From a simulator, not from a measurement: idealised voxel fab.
Process module in this document: voxel gate over fins
Displayed cross-section: cut, width of 185 nm, square cells sized 5 nm.
Notation: cross-section as square-cell grid; stated in bands, top first, going down; one or more cell rows per band.
What a band's entry tells you: where the top is and where the bottom is, as heights in nm, and after that what lies inside, material by material from left to right, each with its width in nm. Empty space is written as the word "blank", and a single material marked with the word "all across" occupies the band from edge to edge.
Heights are reckoned from 0. Under this level, the received wafer is all of one material. The bottommost band is open-ended downward, for example "0..down".
A width given as "30..40" starts at the first number in the band's top row and ends at the second number in its bottom row, shifting by an equal amount at every step from row to row.
Any step labelled "same as before" changed none of the cells in the cross-section.
The label "Enclosed cavities" introduces a list of the empty spaces, 8 cells or larger, that have no open way up to the top; each entry in it reads width x height at distance, where the distance is taken from the left edge and all three are stated in nm.
Whatever follows a step's settings on its line is a remark the simulator itself makes about that step.
Each step line may optionally specify "overlay nm", which for a step with a mask gives the rightward distance between the mask's planned place and where it lay, a negative value indicating the leftward direction.
[The planned process steps are enumerated hereunder]
| 1 | op RECEIVE | material Si |
| 2 | op CONFORMAL_DEP | material SiN | thk nm 10 |
| 3 | op PATTERN | tone cover | mask id FINS | material resist | width nm 15 | pitch nm 45 | thk nm 20 | overlay nm 0 |
| 4 | op DIRECTIONAL_ETCH | etch materials SiN | depth nm 10 |
| 5 | op DIRECTIONAL_ETCH | etch materials Si | depth nm 35 |
| 6 | op STRIP | etch materials resist |
| 7 | op FILL_DEP | material SiO2 | thk nm 5 |
| 8 | op CMP | height nm 10 |
| 9 | op SELECTIVE_ETCH | etch materials SiO2 | depth nm 20 |
| 10 | op STRIP | etch materials SiN |
| 11 | op CONFORMAL_DEP | material HfO2 | thk nm 5 |
| 12 | op CONFORMAL_DEP | material TiN | thk nm 5 |
| 13 | op CONFORMAL_DEP | material TiAl | thk nm 5 |
| 14 | op CONFORMAL_DEP | material TiN | thk nm 5 |
| 15 | op FILL_DEP | material W | thk nm 15 |
| 16 | op CMP | height nm 30 |
| 17 | op CONFORMAL_DEP | material SiN | thk nm 5 |
[What follows covers the first of two wafers; it ran as planned]
[Cross-section, incoming material, after step 1]
	0..down | Si all across
	Enclosed cavities: none
[So this is the wafer cross-section right after step 2]
	10..0 | SiN all across
	Below 0, no change.
[So this is the wafer cross-section right after step 3]
	30..10 | 60 blank | 15 resist | 30 blank | 15 resist | 65 blank
	Below 10, no change.
[So this is the wafer cross-section right after step 4]
	30..10 | 60 blank | 15 resist | 30 blank | 15 resist | 65 blank
	10..0 | 60 blank | 15 SiN | 30 blank | 15 SiN | 65 blank
	Below 0, no change.
[So this is the wafer cross-section right after step 5]
	30..10 | 60 blank | 15 resist | 30 blank | 15 resist | 65 blank
	10..0 | 60 blank | 15 SiN | 30 blank | 15 SiN | 65 blank
	0..-35 | 60 blank | 15 Si | 30 blank | 15 Si | 65 blank
	Below -35, no change.
[So this is the wafer cross-section right after step 6]
	10..0 | 60 blank | 15 SiN | 30 blank | 15 SiN | 65 blank
	Below 0, no change.
[So this is the wafer cross-section right after step 7]
	15..10 | SiO2 all across
	10..0 | 60 SiO2 | 15 SiN | 30 SiO2 | 15 SiN | 65 SiO2
	0..-35 | 60 SiO2 | 15 Si | 30 SiO2 | 15 Si | 65 SiO2
	Below -35, no change.
[So this is the wafer cross-section right after step 8]
	10..0 | 60 SiO2 | 15 SiN | 30 SiO2 | 15 SiN | 65 SiO2
	Below 0, no change.
[So this is the wafer cross-section right after step 9]
	10..0 | 60 blank | 15 SiN | 30 blank | 15 SiN | 65 blank
	0..-10 | 60 blank | 15 Si | 30 blank | 15 Si | 65 blank
	Below -10, no change.
[So this is the wafer cross-section right after step 10]
	0..-10 | 60 blank | 15 Si | 30 blank | 15 Si | 65 blank
	Below -10, no change.
[So this is the wafer cross-section right after step 11]
	5..0 | 55 blank | 25 HfO2 | 20 blank | 25 HfO2 | 60 blank
	0..-5 | 55 blank | 5 HfO2 | 15 Si | 5 HfO2 | 20 blank | 5 HfO2 | 15 Si | 5 HfO2 | 60 blank
	-5..-10 | 60 HfO2 | 15 Si | 30 HfO2 | 15 Si | 65 HfO2
	Below -10, no change.
[So this is the wafer cross-section right after step 12]
	10..5 | 50 blank | 35 TiN | 10 blank | 35 TiN | 55 blank
	5..0 | 50 blank | 5 TiN | 25 HfO2 | 5 TiN | 10 blank | 5 TiN | 25 HfO2 | 5 TiN | 55 blank
	0..-5 | 55 TiN | 5 HfO2 | 15 Si | 5 HfO2 | 20 TiN | 5 HfO2 | 15 Si | 5 HfO2 | 60 TiN
	Below -5, no change.
[So this is the wafer cross-section right after step 13]
	15..10 | 45 blank | 90 TiAl | 50 blank
	10..5 | 45 blank | 5 TiAl | 35 TiN | 10 TiAl | 35 TiN | 5 TiAl | 50 blank
	5..0 | 50 TiAl | 5 TiN | 25 HfO2 | 5 TiN | 10 TiAl | 5 TiN | 25 HfO2 | 5 TiN | 55 TiAl
	Below 0, no change.
[So this is the wafer cross-section right after step 14]
	20..15 | 40 blank | 100 TiN | 45 blank
	15..10 | 40 blank | 5 TiN | 90 TiAl | 5 TiN | 45 blank
	10..5 | 45 TiN | 5 TiAl | 35 TiN | 10 TiAl | 35 TiN | 5 TiAl | 50 TiN
	Below 5, no change.
[So this is the wafer cross-section right after step 15]
	35..20 | W all across
	20..15 | 40 W | 100 TiN | 45 W
	15..10 | 40 W | 5 TiN | 90 TiAl | 5 TiN | 45 W
	Below 10, no change.
[So this is the wafer cross-section right after step 16]
	30..20 | W all across
	Below 20, no change.
[So this is the wafer cross-section right after step 17]
	35..30 | SiN all across
	Below 30, no change.
[The second wafer: identical to the first at the outset and in its planned sequence, differing only in that one mistake was made during processing; up to and including step 8, its path is the first wafer's path]
[Cross-section: second wafer, time at which step 9 was scheduled to end]
	10..0 | 60 blank | 15 SiN | 30 blank | 15 SiN | 65 blank
	0..-30 | 60 blank | 15 Si | 30 blank | 15 Si | 65 blank
	Below -30, no change.
[Cross-section: second wafer, time at which step 10 was scheduled to end]
	0..-30 | 60 blank | 15 Si | 30 blank | 15 Si | 65 blank
	Below -30, no change.
[Cross-section: second wafer, time at which step 11 was scheduled to end]
	5..0 | 55 blank | 25 HfO2 | 20 blank | 25 HfO2 | 60 blank
	0..-25 | 55 blank | 5 HfO2 | 15 Si | 5 HfO2 | 20 blank | 5 HfO2 | 15 Si | 5 HfO2 | 60 blank
	-25..-30 | 60 HfO2 | 15 Si | 30 HfO2 | 15 Si | 65 HfO2
	Below -30, no change.
[Cross-section: second wafer, time at which step 12 was scheduled to end]
	10..5 | 50 blank | 35 TiN | 10 blank | 35 TiN | 55 blank
	5..0 | 50 blank | 5 TiN | 25 HfO2 | 5 TiN | 10 blank | 5 TiN | 25 HfO2 | 5 TiN | 55 blank
	0..-20 | 50 blank | 5 TiN | 5 HfO2 | 15 Si | 5 HfO2 | 5 TiN | 10 blank | 5 TiN | 5 HfO2 | 15 Si | 5 HfO2 | 5 TiN | 55 blank
	-20..-25 | 55 TiN | 5 HfO2 | 15 Si | 5 HfO2 | 20 TiN | 5 HfO2 | 15 Si | 5 HfO2 | 60 TiN
	Below -25, no change.
[Cross-section: second wafer, time at which step 13 was scheduled to end]
	15..10 | 45 blank | 90 TiAl | 50 blank
	10..5 | 45 blank | 5 TiAl | 35 TiN | 10 TiAl | 35 TiN | 5 TiAl | 50 blank
	5..0 | 45 blank | 5 TiAl | 5 TiN | 25 HfO2 | 5 TiN | 10 TiAl | 5 TiN | 25 HfO2 | 5 TiN | 5 TiAl | 50 blank
	0..-15 | 45 blank | 5 TiAl | 5 TiN | 5 HfO2 | 15 Si | 5 HfO2 | 5 TiN | 10 TiAl | 5 TiN | 5 HfO2 | 15 Si | 5 HfO2 | 5 TiN | 5 TiAl | 50 blank
	-15..-20 | 50 TiAl | 5 TiN | 5 HfO2 | 15 Si | 5 HfO2 | 5 TiN | 10 TiAl | 5 TiN | 5 HfO2 | 15 Si | 5 HfO2 | 5 TiN | 55 TiAl
	Below -20, no change.
[Cross-section: second wafer, time at which step 14 was scheduled to end]
	20..15 | 40 blank | 100 TiN | 45 blank
	15..10 | 40 blank | 5 TiN | 90 TiAl | 5 TiN | 45 blank
	10..5 | 40 blank | 5 TiN | 5 TiAl | 35 TiN | 10 TiAl | 35 TiN | 5 TiAl | 5 TiN | 45 blank
	5..0 | 40 blank | 5 TiN | 5 TiAl | 5 TiN | 25 HfO2 | 5 TiN | 10 TiAl | 5 TiN | 25 HfO2 | 5 TiN | 5 TiAl | 5 TiN | 45 blank
	0..-10 | 40 blank | 5 TiN | 5 TiAl | 5 TiN | 5 HfO2 | 15 Si | 5 HfO2 | 5 TiN | 10 TiAl | 5 TiN | 5 HfO2 | 15 Si | 5 HfO2 | 5 TiN | 5 TiAl | 5 TiN | 45 blank
	-10..-15 | 45 TiN | 5 TiAl | 5 TiN | 5 HfO2 | 15 Si | 5 HfO2 | 5 TiN | 10 TiAl | 5 TiN | 5 HfO2 | 15 Si | 5 HfO2 | 5 TiN | 5 TiAl | 50 TiN
	Below -15, no change.
[Cross-section: second wafer, time at which step 15 was scheduled to end]
	35..20 | W all across
	20..15 | 40 W | 100 TiN | 45 W
	15..10 | 40 W | 5 TiN | 90 TiAl | 5 TiN | 45 W
	10..5 | 40 W | 5 TiN | 5 TiAl | 35 TiN | 10 TiAl | 35 TiN | 5 TiAl | 5 TiN | 45 W
	5..0 | 40 W | 5 TiN | 5 TiAl | 5 TiN | 25 HfO2 | 5 TiN | 10 TiAl | 5 TiN | 25 HfO2 | 5 TiN | 5 TiAl | 5 TiN | 45 W
	0..-10 | 40 W | 5 TiN | 5 TiAl | 5 TiN | 5 HfO2 | 15 Si | 5 HfO2 | 5 TiN | 10 TiAl | 5 TiN | 5 HfO2 | 15 Si | 5 HfO2 | 5 TiN | 5 TiAl | 5 TiN | 45 W
	Below -10, no change.
[Cross-section: second wafer, time at which step 16 was scheduled to end]
	30..20 | W all across
	Below 20, no change.
[Cross-section: second wafer, time at which step 17 was scheduled to end]
	35..30 | SiN all across
	Below 30, no change.
Misprocessing identified: it should be noted that step 9 of the plan was executed twice
Final wafer comparison in cells, second versus first, more or fewer per material: 16 more of HfO2, 124 fewer of SiO2, 16 more of TiAl, 24 more of TiN, 68 more of W
